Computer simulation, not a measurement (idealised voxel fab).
Documented hereafter: the process module known as voxel wiring stack.
The width of the displayed cross-section, cut, is 300 nm; its cells are square, with a size of 5 nm.
Cross-section = grid of square cells, listed top down in bands; band = one or more rows.
This entry defines a band. It first specifies the height of the band's top and the height of its bottom in nm, and then specifies the band's materials from left to right, stating each material with its width in nm. The word "full width" identifies a single material that fills the band from edge to edge, while the word "empty" identifies empty space.
It should be noted that heights are counted from 0, beneath which the wafer as supplied is of one material throughout, and that the lowest band possesses no lower boundary but continues downward, as written in "0 and below".
So if you see something like "30->40" for the width, read it as the top row of the band sitting at the first number and the bottom row at the second, with every row in between moving by the same amount as the last.
A step reported as "nothing different" is a step in which no cell of the cross-section changed.
This entry, "Enclosed void catalog", enumerates those empty regions of no fewer than 8 cells that possess no open connection to the top. Each region is reported in the form width x height at distance, the distance being taken from the left edge, with all three quantities expressed in nm.
Where a step's line continues beyond its settings, the continuation is a remark by the simulator itself on that step.
"overlay nm" on a masked step: distance the mask lay right of its planned place, negative for left.
Everything after this point is organized in pairs: a cross-section before one process step, a cross-section after it that shows only as deep as the lowest changed band, and, under the pair, the intervening step with its settings. Because different runs of this module on the same starting wafer can supply different pairs, a pair continues from the pair above it only if its entry headed "State before" says so.

State before:
	70 down to 65: TiN (90) | empty (20) | TiN (30) | empty (20) | TiN (30) | empty (20) | TiN (90)
	65 down to 50: SiO2 (85) | TiN (5) | empty (20) | TiN (5) | SiO2 (20) | TiN (5) | empty (20) | TiN (5) | SiO2 (20) | TiN (5) | empty (20) | TiN (5) | SiO2 (85)
	50 down to 40: SiCN (85->90) | TiN (30->5) | SiCN (20->45) | TiN (30->5) | SiCN (20->45) | TiN (30->5) | SiCN (85->105)
	40 down to 30: lowk full width
	30 down to 15: lowk (85) | W (30) | lowk (20) | W (30) | lowk (20) | W (30) | lowk (85)
	15 down to 10: lowk (85) | TiN (30) | lowk (20) | TiN (30) | lowk (20) | TiN (30) | lowk (85)
	10 down to 0: SiO2 full width
	0 and below: Si full width
	Enclosed void catalog: none

Resulting Cross-Section:
	80 down to 70: Ru full width
	70 down to 65: TiN (90) | Ru (20) | TiN (30) | Ru (20) | TiN (30) | Ru (20) | TiN (90)
	65 down to 50: SiO2 (85) | TiN (5) | Ru (20) | TiN (5) | SiO2 (20) | TiN (5) | Ru (20) | TiN (5) | SiO2 (20) | TiN (5) | Ru (20) | TiN (5) | SiO2 (85)
	Beneath the level 50, the cross-section is identical to its previous state.
	Enclosed void catalog: none
Link between the two cross-sections above: FILL_DEP,material Ru,thk nm 10

State before: same picture as after in the pair right above, so we don't repeat it.

Resulting Cross-Section:
	65 down to 50: SiO2 (85) | TiN (5) | Ru (20) | TiN (5) | SiO2 (20) | TiN (5) | Ru (20) | TiN (5) | SiO2 (20) | TiN (5) | Ru (20) | TiN (5) | SiO2 (85)
	Beneath the level 50, the cross-section is identical to its previous state.
	Enclosed void catalog: none
Link between the two cross-sections above: CMP,height nm 65

State before: same picture as after in the pair right above, so we don't repeat it.

Resulting Cross-Section:
	70 down to 65: empty (80) | Ru (40) | empty (10) | Ru (40) | empty (10) | Ru (40) | empty (80)
	Beneath the level 65, the cross-section is identical to its previous state.
	Enclosed void catalog: none
Link between the two cross-sections above: EPI,material Ru,thk nm 5

State before: same picture as after in the pair right above, so we don't repeat it.

Resulting Cross-Section:
	75 down to 70: SiCN full width
	70 down to 65: SiCN (80) | Ru (40) | SiCN (10) | Ru (40) | SiCN (10) | Ru (40) | SiCN (80)
	Beneath the level 65, the cross-section is identical to its previous state.
	Enclosed void catalog: none
Link between the two cross-sections above: FILL_DEP,material SiCN,thk nm 5

State before:
	80 down to 70: Ru full width
	70 down to 65: TiN (90) | Ru (20) | TiN (30) | Ru (20) | TiN (30) | Ru (20) | TiN (90)
	65 down to 50: SiO2 (85) | TiN (5) | Ru (20) | TiN (5) | SiO2 (20) | TiN (5) | Ru (20) | TiN (5) | SiO2 (20) | TiN (5) | Ru (20) | TiN (5) | SiO2 (85)
	50 down to 45: SiCN (85) | TiN (30) | SiCN (20) | TiN (30) | SiCN (20) | TiN (30) | SiCN (85)
	45 down to 35: lowk (85) | Ru (15) | lowk (35) | Ru (15) | lowk (35) | Ru (15) | lowk (100)
	35 down to 30: SiCN (85) | Ru (15) | SiCN (35) | Ru (15) | SiCN (35) | Ru (15) | SiCN (100)
	30 down to 15: lowk (85) | W (30) | lowk (20) | W (30) | lowk (20) | W (30) | lowk (85)
	15 down to 10: lowk (85) | TiN (30) | lowk (20) | TiN (30) | lowk (20) | TiN (30) | lowk (85)
	10 down to 0: SiO2 full width
	0 and below: Si full width
	Enclosed void catalog: none

Resulting Cross-Section:
	55 down to 50: SiO2 (85) | TiN (5) | Ru (20) | TiN (5) | SiO2 (20) | TiN (5) | Ru (20) | TiN (5) | SiO2 (20) | TiN (5) | Ru (20) | TiN (5) | SiO2 (85)
	Beneath the level 50, the cross-section is identical to its previous state.
	Enclosed void catalog: none
Link between the two cross-sections above: CMP,height nm 55

State before: same picture as after in the pair right above, so we don't repeat it.

Resulting Cross-Section:
	60 down to 55: empty (80) | Ru (40) | empty (10) | Ru (40) | empty (10) | Ru (40) | empty (80)
	Beneath the level 55, the cross-section is identical to its previous state.
	Enclosed void catalog: none
Link between the two cross-sections above: EPI,material Ru,thk nm 5

State before: same picture as after in the pair right above, so we don't repeat it.

Resulting Cross-Section:
	65 down to 60: SiCN full width
	60 down to 55: SiCN (80) | Ru (40) | SiCN (10) | Ru (40) | SiCN (10) | Ru (40) | SiCN (80)
	Beneath the level 55, the cross-section is identical to its previous state.
	Enclosed void catalog: none
Link between the two cross-sections above: FILL_DEP,material SiCN,thk nm 5

State before:
	45 down to 35: lowk full width
	35 down to 30: SiCN full width
	30 down to 15: lowk (85) | W (30) | lowk (20) | W (30) | lowk (20) | W (30) | lowk (85)
	15 down to 10: lowk (85) | TiN (30) | lowk (20) | TiN (30) | lowk (20) | TiN (30) | lowk (85)
	10 down to 0: SiO2 full width
	0 and below: Si full width
	Enclosed void catalog: none

Resulting Cross-Section:
	65 down to 45: resist (80) | empty (25) | resist (25) | empty (25) | resist (25) | empty (25) | resist (95)
	Beneath the level 45, the cross-section is identical to its previous state.
	Enclosed void catalog: none
Link between the two cross-sections above: PATTERN,tone open,mask id PLUG_1,material resist,width nm 25,pitch nm 50,thk nm 20,overlay nm 0

State before: same picture as after in the pair right above, so we don't repeat it.

Resulting Cross-Section:
	65 down to 45: resist (80) | empty (25) | resist (25) | empty (25) | resist (25) | empty (25) | resist (95)
	45 down to 35: lowk (80) | empty (25) | lowk (25) | empty (25) | lowk (25) | empty (25) | lowk (95)
	Beneath the level 35, the cross-section is identical to its previous state.
	Enclosed void catalog: none
Link between the two cross-sections above: DIRECTIONAL_ETCH,etch materials lowk,depth nm 10

State before: same picture as after in the pair right above, so we don't repeat it.

Resulting Cross-Section:
	65 down to 45: resist (80) | empty (25) | resist (25) | empty (25) | resist (25) | empty (25) | resist (95)
	45 down to 35: lowk (80) | empty (25) | lowk (25) | empty (25) | lowk (25) | empty (25) | lowk (95)
	35 down to 30: SiCN (80) | empty (25) | SiCN (25) | empty (25) | SiCN (25) | empty (25) | SiCN (95)
	Beneath the level 30, the cross-section is identical to its previous state.
	Enclosed void catalog: none
Link between the two cross-sections above: DIRECTIONAL_ETCH,etch materials SiCN,depth nm 5

State before: same picture as after in the pair right above, so we don't repeat it.

Resulting Cross-Section:
	45 down to 35: lowk (80) | empty (25) | lowk (25) | empty (25) | lowk (25) | empty (25) | lowk (95)
	Beneath the level 35, the cross-section is identical to its previous state.
	Enclosed void catalog: none
Link between the two cross-sections above: STRIP,etch materials resist

State before: same picture as after in the pair right above, so we don't repeat it.

Resulting Cross-Section:
	45 down to 40: lowk (80) | empty (25) | lowk (25) | empty (25) | lowk (25) | empty (25) | lowk (95)
	40 down to 35: lowk (80) | Ru (25) | lowk (25) | Ru (25) | lowk (25) | Ru (25) | lowk (95)
	35 down to 30: SiCN (80) | Ru (25) | SiCN (25) | Ru (25) | SiCN (25) | Ru (25) | SiCN (95)
	Beneath the level 30, the cross-section is identical to its previous state.
	Enclosed void catalog: none
Link between the two cross-sections above: EPI,material Ru,thk nm 10

State before: same picture as after in the pair right above, so we don't repeat it.

Resulting Cross-Section:
	45 down to 35: lowk (80) | Ru (25) | lowk (25) | Ru (25) | lowk (25) | Ru (25) | lowk (95)
	Beneath the level 35, the cross-section is identical to its previous state.
	Enclosed void catalog: none
Link between the two cross-sections above: EPI,material Ru,thk nm 5

State before: same picture as after in the pair right above, so we don't repeat it.

Resulting Cross-Section:
	50 down to 45: SiCN full width
	Beneath the level 45, the cross-section is identical to its previous state.
	Enclosed void catalog: none
Link between the two cross-sections above: CONFORMAL_DEP,material SiCN,thk nm 5

State before: same picture as after in the pair right above, so we don't repeat it.

Resulting Cross-Section:
	65 down to 50: SiO2 full width
	Beneath the level 50, the cross-section is identical to its previous state.
	Enclosed void catalog: none
Link between the two cross-sections above: DIRECTIONAL_DEP,material SiO2,thk nm 15

State before: same picture as after in the pair right above, so we don't repeat it.

Resulting Cross-Section:
	75 down to 65: aC full width
	Beneath the level 65, the cross-section is identical to its previous state.
	Enclosed void catalog: none
Link between the two cross-sections above: DIRECTIONAL_DEP,material aC,thk nm 10

State before: same picture as after in the pair right above, so we don't repeat it.

Resulting Cross-Section:
	105 down to 75: resist (85) | empty (30) | resist (20) | empty (30) | resist (20) | empty (30) | resist (85)
	Beneath the level 75, the cross-section is identical to its previous state.
	Enclosed void catalog: none
Link between the two cross-sections above: PATTERN,tone open,mask id METAL_2,material resist,width nm 30,pitch nm 50,thk nm 30,overlay nm 0

State before: same picture as after in the pair right above, so we don't repeat it.

Resulting Cross-Section:
	95 down to 75: resist (85) | empty (30) | resist (20) | empty (30) | resist (20) | empty (30) | resist (85)
	75 down to 65: aC (85) | empty (30) | aC (20) | empty (30) | aC (20) | empty (30) | aC (85)
	Beneath the level 65, the cross-section is identical to its previous state.
	Enclosed void catalog: none
Link between the two cross-sections above: DIRECTIONAL_ETCH,etch materials aC,depth nm 10

State before: same picture as after in the pair right above, so we don't repeat it.

Resulting Cross-Section:
	75 down to 65: aC (85) | empty (30) | aC (20) | empty (30) | aC (20) | empty (30) | aC (85)
	Beneath the level 65, the cross-section is identical to its previous state.
	Enclosed void catalog: none
Link between the two cross-sections above: STRIP,etch materials resist

State before: same picture as after in the pair right above, so we don't repeat it.

Resulting Cross-Section:
	75 down to 65: aC (85) | empty (30) | aC (20) | empty (30) | aC (20) | empty (30) | aC (85)
	65 down to 50: SiO2 (85) | empty (30) | SiO2 (20) | empty (30) | SiO2 (20) | empty (30) | SiO2 (85)
	Beneath the level 50, the cross-section is identical to its previous state.
	Enclosed void catalog: none
Link between the two cross-sections above: DIRECTIONAL_ETCH,etch materials SiO2,depth nm 15

State before: same picture as after in the pair right above, so we don't repeat it.

Resulting Cross-Section:
	75 down to 65: aC (85) | empty (30) | aC (20) | empty (30) | aC (20) | empty (30) | aC (85)
	65 down to 50: SiO2 (85) | empty (30) | SiO2 (20) | empty (30) | SiO2 (20) | empty (30) | SiO2 (85)
	50 down to 45: SiCN (85) | empty (30) | SiCN (20) | empty (30) | SiCN (20) | empty (30) | SiCN (85)
	Beneath the level 45, the cross-section is identical to its previous state.
	Enclosed void catalog: none
Link between the two cross-sections above: DIRECTIONAL_ETCH,etch materials SiCN,depth nm 5

State before: same picture as after in the pair right above, so we don't repeat it.

Resulting Cross-Section:
	65 down to 50: SiO2 (85) | empty (30) | SiO2 (20) | empty (30) | SiO2 (20) | empty (30) | SiO2 (85)
	Beneath the level 50, the cross-section is identical to its previous state.
	Enclosed void catalog: none
Link between the two cross-sections above: STRIP,etch materials aC

State before: same picture as after in the pair right above, so we don't repeat it.

Resulting Cross-Section:
	70 down to 65: TiN (90) | empty (20) | TiN (30) | empty (20) | TiN (30) | empty (20) | TiN (90)
	65 down to 50: SiO2 (85) | TiN (5) | empty (20) | TiN (5) | SiO2 (20) | TiN (5) | empty (20) | TiN (5) | SiO2 (20) | TiN (5) | empty (20) | TiN (5) | SiO2 (85)
	50 down to 45: SiCN (85) | TiN (30) | SiCN (20) | TiN (30) | SiCN (20) | TiN (30) | SiCN (85)
	Beneath the level 45, the cross-section is identical to its previous state.
	Enclosed void catalog: none
Link between the two cross-sections above: CONFORMAL_DEP,material TiN,thk nm 5

State before: same picture as after in the pair right above, so we don't repeat it.

Resulting Cross-Section:
	80 down to 70: Ru full width
	70 down to 65: TiN (90) | Ru (20) | TiN (30) | Ru (20) | TiN (30) | Ru (20) | TiN (90)
	65 down to 50: SiO2 (85) | TiN (5) | Ru (20) | TiN (5) | SiO2 (20) | TiN (5) | Ru (20) | TiN (5) | SiO2 (20) | TiN (5) | Ru (20) | TiN (5) | SiO2 (85)
	Beneath the level 50, the cross-section is identical to its previous state.
	Enclosed void catalog: none
Link between the two cross-sections above: FILL_DEP,material Ru,thk nm 10

State before: same picture as after in the pair right above, so we don't repeat it.

Resulting Cross-Section:
	65 down to 50: SiO2 (85) | TiN (5) | Ru (20) | TiN (5) | SiO2 (20) | TiN (5) | Ru (20) | TiN (5) | SiO2 (20) | TiN (5) | Ru (20) | TiN (5) | SiO2 (85)
	Beneath the level 50, the cross-section is identical to its previous state.
	Enclosed void catalog: none
Link between the two cross-sections above: CMP,height nm 65

State before: same picture as after in the pair right above, so we don't repeat it.

Resulting Cross-Section:
	70 down to 65: empty (80) | Ru (40) | empty (10) | Ru (40) | empty (10) | Ru (40) | empty (80)
	Beneath the level 65, the cross-section is identical to its previous state.
	Enclosed void catalog: none
Link between the two cross-sections above: EPI,material Ru,thk nm 5

State before: same picture as after in the pair right above, so we don't repeat it.

Resulting Cross-Section:
	75 down to 70: SiCN full width
	70 down to 65: SiCN (80) | Ru (40) | SiCN (10) | Ru (40) | SiCN (10) | Ru (40) | SiCN (80)
	Beneath the level 65, the cross-section is identical to its previous state.
	Enclosed void catalog: none
Link between the two cross-sections above: FILL_DEP,material SiCN,thk nm 5

State before:
	75 down to 65: aC full width
	65 down to 50: SiO2 full width
	50 down to 45: SiCN full width
	45 down to 35: lowk (85) | Ru (15) | lowk (35) | Ru (15) | lowk (35) | Ru (15) | lowk (100)
	35 down to 30: SiCN (85) | Ru (15) | SiCN (35) | Ru (15) | SiCN (35) | Ru (15) | SiCN (100)
	30 down to 15: lowk (85) | W (30) | lowk (20) | W (30) | lowk (20) | W (30) | lowk (85)
	15 down to 10: lowk (85) | TiN (30) | lowk (20) | TiN (30) | lowk (20) | TiN (30) | lowk (85)
	10 down to 0: SiO2 full width
	0 and below: Si full width
	Enclosed void catalog: none

Resulting Cross-Section:
	105 down to 75: resist (90) | empty (30) | resist (20) | empty (30) | resist (20) | empty (30) | resist (80)
	Beneath the level 75, the cross-section is identical to its previous state.
	Enclosed void catalog: none
Link between the two cross-sections above: PATTERN,tone open,mask id METAL_2,material resist,width nm 30,pitch nm 50,thk nm 30,overlay nm 5

State before: same picture as after in the pair right above, so we don't repeat it.

Resulting Cross-Section:
	95 down to 75: resist (90) | empty (30) | resist (20) | empty (30) | resist (20) | empty (30) | resist (80)
	75 down to 65: aC (90) | empty (30) | aC (20) | empty (30) | aC (20) | empty (30) | aC (80)
	Beneath the level 65, the cross-section is identical to its previous state.
	Enclosed void catalog: none
Link between the two cross-sections above: DIRECTIONAL_ETCH,etch materials aC,depth nm 10

State before: same picture as after in the pair right above, so we don't repeat it.

Resulting Cross-Section:
	75 down to 65: aC (90) | empty (30) | aC (20) | empty (30) | aC (20) | empty (30) | aC (80)
	Beneath the level 65, the cross-section is identical to its previous state.
	Enclosed void catalog: none
Link between the two cross-sections above: STRIP,etch materials resist

State before: same picture as after in the pair right above, so we don't repeat it.

Resulting Cross-Section:
	75 down to 65: aC (90) | empty (30) | aC (20) | empty (30) | aC (20) | empty (30) | aC (80)
	65 down to 50: SiO2 (90) | empty (30) | SiO2 (20) | empty (30) | SiO2 (20) | empty (30) | SiO2 (80)
	Beneath the level 50, the cross-section is identical to its previous state.
	Enclosed void catalog: none
Link between the two cross-sections above: DIRECTIONAL_ETCH,etch materials SiO2,depth nm 15

State before: same picture as after in the pair right above, so we don't repeat it.

Resulting Cross-Section:
	75 down to 65: aC (90) | empty (30) | aC (20) | empty (30) | aC (20) | empty (30) | aC (80)
	65 down to 50: SiO2 (90) | empty (30) | SiO2 (20) | empty (30) | SiO2 (20) | empty (30) | SiO2 (80)
	50 down to 45: SiCN (90) | empty (30) | SiCN (20) | empty (30) | SiCN (20) | empty (30) | SiCN (80)
	Beneath the level 45, the cross-section is identical to its previous state.
	Enclosed void catalog: none
Link between the two cross-sections above: DIRECTIONAL_ETCH,etch materials SiCN,depth nm 5

State before: same picture as after in the pair right above, so we don't repeat it.

Resulting Cross-Section:
	65 down to 50: SiO2 (90) | empty (30) | SiO2 (20) | empty (30) | SiO2 (20) | empty (30) | SiO2 (80)
	Beneath the level 50, the cross-section is identical to its previous state.
	Enclosed void catalog: none
Link between the two cross-sections above: STRIP,etch materials aC

State before: same picture as after in the pair right above, so we don't repeat it.

Resulting Cross-Section:
	70 down to 65: TiN (95) | empty (20) | TiN (30) | empty (20) | TiN (30) | empty (20) | TiN (85)
	65 down to 50: SiO2 (90) | TiN (5) | empty (20) | TiN (5) | SiO2 (20) | TiN (5) | empty (20) | TiN (5) | SiO2 (20) | TiN (5) | empty (20) | TiN (5) | SiO2 (80)
	50 down to 45: SiCN (90) | TiN (30) | SiCN (20) | TiN (30) | SiCN (20) | TiN (30) | SiCN (80)
	Beneath the level 45, the cross-section is identical to its previous state.
	Enclosed void catalog: none
Link between the two cross-sections above: CONFORMAL_DEP,material TiN,thk nm 5

State before: same picture as after in the pair right above, so we don't repeat it.

Resulting Cross-Section:
	80 down to 70: Ru full width
	70 down to 65: TiN (95) | Ru (20) | TiN (30) | Ru (20) | TiN (30) | Ru (20) | TiN (85)
	65 down to 50: SiO2 (90) | TiN (5) | Ru (20) | TiN (5) | SiO2 (20) | TiN (5) | Ru (20) | TiN (5) | SiO2 (20) | TiN (5) | Ru (20) | TiN (5) | SiO2 (80)
	Beneath the level 50, the cross-section is identical to its previous state.
	Enclosed void catalog: none
Link between the two cross-sections above: FILL_DEP,material Ru,thk nm 10

State before: same picture as after in the pair right above, so we don't repeat it.

Resulting Cross-Section:
	65 down to 50: SiO2 (90) | TiN (5) | Ru (20) | TiN (5) | SiO2 (20) | TiN (5) | Ru (20) | TiN (5) | SiO2 (20) | TiN (5) | Ru (20) | TiN (5) | SiO2 (80)
	Beneath the level 50, the cross-section is identical to its previous state.
	Enclosed void catalog: none
Link between the two cross-sections above: CMP,height nm 65

State before: same picture as after in the pair right above, so we don't repeat it.

Resulting Cross-Section:
	70 down to 65: empty (85) | Ru (40) | empty (10) | Ru (40) | empty (10) | Ru (40) | empty (75)
	Beneath the level 65, the cross-section is identical to its previous state.
	Enclosed void catalog: none
Link between the two cross-sections above: EPI,material Ru,thk nm 5

State before: same picture as after in the pair right above, so we don't repeat it.

Resulting Cross-Section:
	75 down to 70: SiCN full width
	70 down to 65: SiCN (85) | Ru (40) | SiCN (10) | Ru (40) | SiCN (10) | Ru (40) | SiCN (75)
	Beneath the level 65, the cross-section is identical to its previous state.
	Enclosed void catalog: none
Link between the two cross-sections above: FILL_DEP,material SiCN,thk nm 5

State before:
	30 down to 15: lowk (85) | W (30) | lowk (20) | W (30) | lowk (20) | W (30) | lowk (85)
	15 down to 10: lowk (85) | TiN (30) | lowk (20) | TiN (30) | lowk (20) | TiN (30) | lowk (85)
	10 down to 0: SiO2 full width
	0 and below: Si full width
	Enclosed void catalog: none

Resulting Cross-Section:
	35 down to 30: W full width
	Beneath the level 30, the cross-section is identical to its previous state.
	Enclosed void catalog: none
Link between the two cross-sections above: CONFORMAL_DEP,material W,thk nm 5

State before: same picture as after in the pair right above, so we don't repeat it.

Resulting Cross-Section:
	45 down to 35: lowk full width
	Beneath the level 35, the cross-section is identical to its previous state.
	Enclosed void catalog: none
Link between the two cross-sections above: DIRECTIONAL_DEP,material lowk,thk nm 10

State before: same picture as after in the pair right above, so we don't repeat it.

Resulting Cross-Section:
	65 down to 45: resist (85) | empty (15) | resist (35) | empty (15) | resist (35) | empty (15) | resist (100)
	Beneath the level 45, the cross-section is identical to its previous state.
	Enclosed void catalog: none
Link between the two cross-sections above: PATTERN,tone open,mask id PLUG_1,material resist,width nm 15,pitch nm 50,thk nm 20,overlay nm 0

State before: same picture as after in the pair right above, so we don't repeat it.

Resulting Cross-Section:
	65 down to 45: resist (85) | empty (15) | resist (35) | empty (15) | resist (35) | empty (15) | resist (100)
	45 down to 35: lowk (85) | empty (15) | lowk (35) | empty (15) | lowk (35) | empty (15) | lowk (100)
	Beneath the level 35, the cross-section is identical to its previous state.
	Enclosed void catalog: none
Link between the two cross-sections above: DIRECTIONAL_ETCH,etch materials lowk,depth nm 10

State before: same picture as after in the pair right above, so we don't repeat it.

Resulting Cross-Section:
	45 down to 35: lowk (85) | empty (15) | lowk (35) | empty (15) | lowk (35) | empty (15) | lowk (100)
	Beneath the level 35, the cross-section is identical to its previous state.
	Enclosed void catalog: none
Link between the two cross-sections above: STRIP,etch materials resist

State before: same picture as after in the pair right above, so we don't repeat it.

Resulting Cross-Section:
	45 down to 35: lowk (85) | Ru (15) | lowk (35) | Ru (15) | lowk (35) | Ru (15) | lowk (100)
	Beneath the level 35, the cross-section is identical to its previous state.
	Enclosed void catalog: none
Link between the two cross-sections above: EPI,material Ru,thk nm 10

State before: same picture as after in the pair right above, so we don't repeat it.

Resulting Cross-Section:
	50 down to 45: empty (80) | Ru (25) | empty (25) | Ru (25) | empty (25) | Ru (25) | empty (95)
	Beneath the level 45, the cross-section is identical to its previous state.
	Enclosed void catalog: none
Link between the two cross-sections above: EPI,material Ru,thk nm 5

State before: same picture as after in the pair right above, so we don't repeat it.

Resulting Cross-Section:
	55 down to 50: empty (75) | SiCN (35) | empty (15) | SiCN (35) | empty (15) | SiCN (35) | empty (90)
	50 down to 45: SiCN (80) | Ru (25) | SiCN (25) | Ru (25) | SiCN (25) | Ru (25) | SiCN (95)
	Beneath the level 45, the cross-section is identical to its previous state.
	Enclosed void catalog: none
Link between the two cross-sections above: CONFORMAL_DEP,material SiCN,thk nm 5

State before: same picture as after in the pair right above, so we don't repeat it.

Resulting Cross-Section:
	70 down to 65: empty (75) | SiO2 (35) | empty (15) | SiO2 (35) | empty (15) | SiO2 (35) | empty (90)
	65 down to 55: SiO2 full width
	55 down to 50: SiO2 (75) | SiCN (35) | SiO2 (15) | SiCN (35) | SiO2 (15) | SiCN (35) | SiO2 (90)
	Beneath the level 50, the cross-section is identical to its previous state.
	Enclosed void catalog: none
Link between the two cross-sections above: DIRECTIONAL_DEP,material SiO2,thk nm 15

State before: same picture as after in the pair right above, so we don't repeat it.

Resulting Cross-Section:
	80 down to 75: empty (75) | aC (35) | empty (15) | aC (35) | empty (15) | aC (35) | empty (90)
	75 down to 70: aC full width
	70 down to 65: aC (75) | SiO2 (35) | aC (15) | SiO2 (35) | aC (15) | SiO2 (35) | aC (90)
	Beneath the level 65, the cross-section is identical to its previous state.
	Enclosed void catalog: none
Link between the two cross-sections above: DIRECTIONAL_DEP,material aC,thk nm 10

State before: same picture as after in the pair right above, so we don't repeat it.

Resulting Cross-Section:
	110 down to 80: resist (85) | empty (30) | resist (20) | empty (30) | resist (20) | empty (30) | resist (85)
	80 down to 75: resist (75) | aC (35) | empty (5) | resist (10) | aC (35) | empty (5) | resist (10) | aC (35) | empty (5) | resist (85)
	Beneath the level 75, the cross-section is identical to its previous state.
	Enclosed void catalog: none
Link between the two cross-sections above: PATTERN,tone open,mask id METAL_2,material resist,width nm 30,pitch nm 50,thk nm 30,overlay nm 0

State before: same picture as after in the pair right above, so we don't repeat it.

Resulting Cross-Section:
	100 down to 80: resist (85) | empty (30) | resist (20) | empty (30) | resist (20) | empty (30) | resist (85)
	80 down to 75: resist (75) | aC (10) | empty (30) | resist (10) | aC (10) | empty (30) | resist (10) | aC (10) | empty (30) | resist (85)
	75 down to 70: aC (85) | empty (30) | aC (20) | empty (30) | aC (20) | empty (30) | aC (85)
	70 down to 65: aC (75) | SiO2 (35) | empty (5) | aC (10) | SiO2 (35) | empty (5) | aC (10) | SiO2 (35) | empty (5) | aC (85)
	Beneath the level 65, the cross-section is identical to its previous state.
	Enclosed void catalog: none
Link between the two cross-sections above: DIRECTIONAL_ETCH,etch materials aC,depth nm 10

State before: same picture as after in the pair right above, so we don't repeat it.

Resulting Cross-Section:
	80 down to 75: empty (75) | aC (10) | empty (40) | aC (10) | empty (40) | aC (10) | empty (115)
	Beneath the level 75, the cross-section is identical to its previous state.
	Enclosed void catalog: none
Link between the two cross-sections above: STRIP,etch materials resist

State before: same picture as after in the pair right above, so we don't repeat it.

Resulting Cross-Section:
	80 down to 75: empty (75) | aC (10) | empty (40) | aC (10) | empty (40) | aC (10) | empty (115)
	75 down to 70: aC (85) | empty (30) | aC (20) | empty (30) | aC (20) | empty (30) | aC (85)
	70 down to 65: aC (75) | SiO2 (10) | empty (30) | aC (10) | SiO2 (10) | empty (30) | aC (10) | SiO2 (10) | empty (30) | aC (85)
	65 down to 55: SiO2 (85) | empty (30) | SiO2 (20) | empty (30) | SiO2 (20) | empty (30) | SiO2 (85)
	55 down to 50: SiO2 (75) | SiCN (35) | empty (5) | SiO2 (10) | SiCN (35) | empty (5) | SiO2 (10) | SiCN (35) | empty (5) | SiO2 (85)
	Beneath the level 50, the cross-section is identical to its previous state.
	Enclosed void catalog: none
Link between the two cross-sections above: DIRECTIONAL_ETCH,etch materials SiO2,depth nm 15

State before: same picture as after in the pair right above, so we don't repeat it.

Resulting Cross-Section:
	80 down to 75: empty (75) | aC (10) | empty (40) | aC (10) | empty (40) | aC (10) | empty (115)
	75 down to 70: aC (85) | empty (30) | aC (20) | empty (30) | aC (20) | empty (30) | aC (85)
	70 down to 65: aC (75) | SiO2 (10) | empty (30) | aC (10) | SiO2 (10) | empty (30) | aC (10) | SiO2 (10) | empty (30) | aC (85)
	65 down to 55: SiO2 (85) | empty (30) | SiO2 (20) | empty (30) | SiO2 (20) | empty (30) | SiO2 (85)
	55 down to 50: SiO2 (75) | SiCN (10) | empty (30) | SiO2 (10) | SiCN (10) | empty (30) | SiO2 (10) | SiCN (10) | empty (30) | SiO2 (85)
	50 down to 45: SiCN (80) | Ru (25) | SiCN (5) | empty (5) | SiCN (15) | Ru (25) | SiCN (5) | empty (5) | SiCN (15) | Ru (25) | SiCN (5) | empty (5) | SiCN (85)
	Beneath the level 45, the cross-section is identical to its previous state.
	Enclosed void catalog: none
Link between the two cross-sections above: DIRECTIONAL_ETCH,etch materials SiCN,depth nm 5

State before: same picture as after in the pair right above, so we don't repeat it.

Resulting Cross-Section:
	70 down to 65: empty (75) | SiO2 (10) | empty (40) | SiO2 (10) | empty (40) | SiO2 (10) | empty (115)
	Beneath the level 65, the cross-section is identical to its previous state.
	Enclosed void catalog: none
Link between the two cross-sections above: STRIP,etch materials aC

State before: same picture as after in the pair right above, so we don't repeat it.

Resulting Cross-Section:
	75 down to 70: empty (70) | TiN (20) | empty (30) | TiN (20) | empty (30) | TiN (20) | empty (110)
	70 down to 65: TiN (75) | SiO2 (10) | TiN (5) | empty (20) | TiN (15) | SiO2 (10) | TiN (5) | empty (20) | TiN (15) | SiO2 (10) | TiN (5) | empty (20) | TiN (90)
	65 down to 55: SiO2 (85) | TiN (5) | empty (20) | TiN (5) | SiO2 (20) | TiN (5) | empty (20) | TiN (5) | SiO2 (20) | TiN (5) | empty (20) | TiN (5) | SiO2 (85)
	55 down to 50: SiO2 (75) | SiCN (10) | TiN (30) | SiO2 (10) | SiCN (10) | TiN (30) | SiO2 (10) | SiCN (10) | TiN (30) | SiO2 (85)
	50 down to 45: SiCN (80) | Ru (25) | SiCN (5) | TiN (5) | SiCN (15) | Ru (25) | SiCN (5) | TiN (5) | SiCN (15) | Ru (25) | SiCN (5) | TiN (5) | SiCN (85)
	Beneath the level 45, the cross-section is identical to its previous state.
	Enclosed void catalog: none
Link between the two cross-sections above: CONFORMAL_DEP,material TiN,thk nm 5

State before: same picture as after in the pair right above, so we don't repeat it.

Resulting Cross-Section:
	85 down to 75: Ru full width
	75 down to 70: Ru (70) | TiN (20) | Ru (30) | TiN (20) | Ru (30) | TiN (20) | Ru (110)
	70 down to 65: TiN (75) | SiO2 (10) | TiN (5) | Ru (20) | TiN (15) | SiO2 (10) | TiN (5) | Ru (20) | TiN (15) | SiO2 (10) | TiN (5) | Ru (20) | TiN (90)
	65 down to 55: SiO2 (85) | TiN (5) | Ru (20) | TiN (5) | SiO2 (20) | TiN (5) | Ru (20) | TiN (5) | SiO2 (20) | TiN (5) | Ru (20) | TiN (5) | SiO2 (85)
	Beneath the level 55, the cross-section is identical to its previous state.
	Enclosed void catalog: none
Link between the two cross-sections above: FILL_DEP,material Ru,thk nm 10

State before: same picture as after in the pair right above, so we don't repeat it.

Resulting Cross-Section:
	65 down to 55: SiO2 (85) | TiN (5) | Ru (20) | TiN (5) | SiO2 (20) | TiN (5) | Ru (20) | TiN (5) | SiO2 (20) | TiN (5) | Ru (20) | TiN (5) | SiO2 (85)
	Beneath the level 55, the cross-section is identical to its previous state.
	Enclosed void catalog: none
Link between the two cross-sections above: CMP,height nm 65

State before: same picture as after in the pair right above, so we don't repeat it.

Resulting Cross-Section:
	70 down to 65: empty (80) | Ru (40) | empty (10) | Ru (40) | empty (10) | Ru (40) | empty (80)
	Beneath the level 65, the cross-section is identical to its previous state.
	Enclosed void catalog: none
Link between the two cross-sections above: EPI,material Ru,thk nm 5

State before: same picture as after in the pair right above, so we don't repeat it.

Resulting Cross-Section:
	75 down to 70: SiCN full width
	70 down to 65: SiCN (80) | Ru (40) | SiCN (10) | Ru (40) | SiCN (10) | Ru (40) | SiCN (80)
	Beneath the level 65, the cross-section is identical to its previous state.
	Enclosed void catalog: none
Link between the two cross-sections above: FILL_DEP,material SiCN,thk nm 5
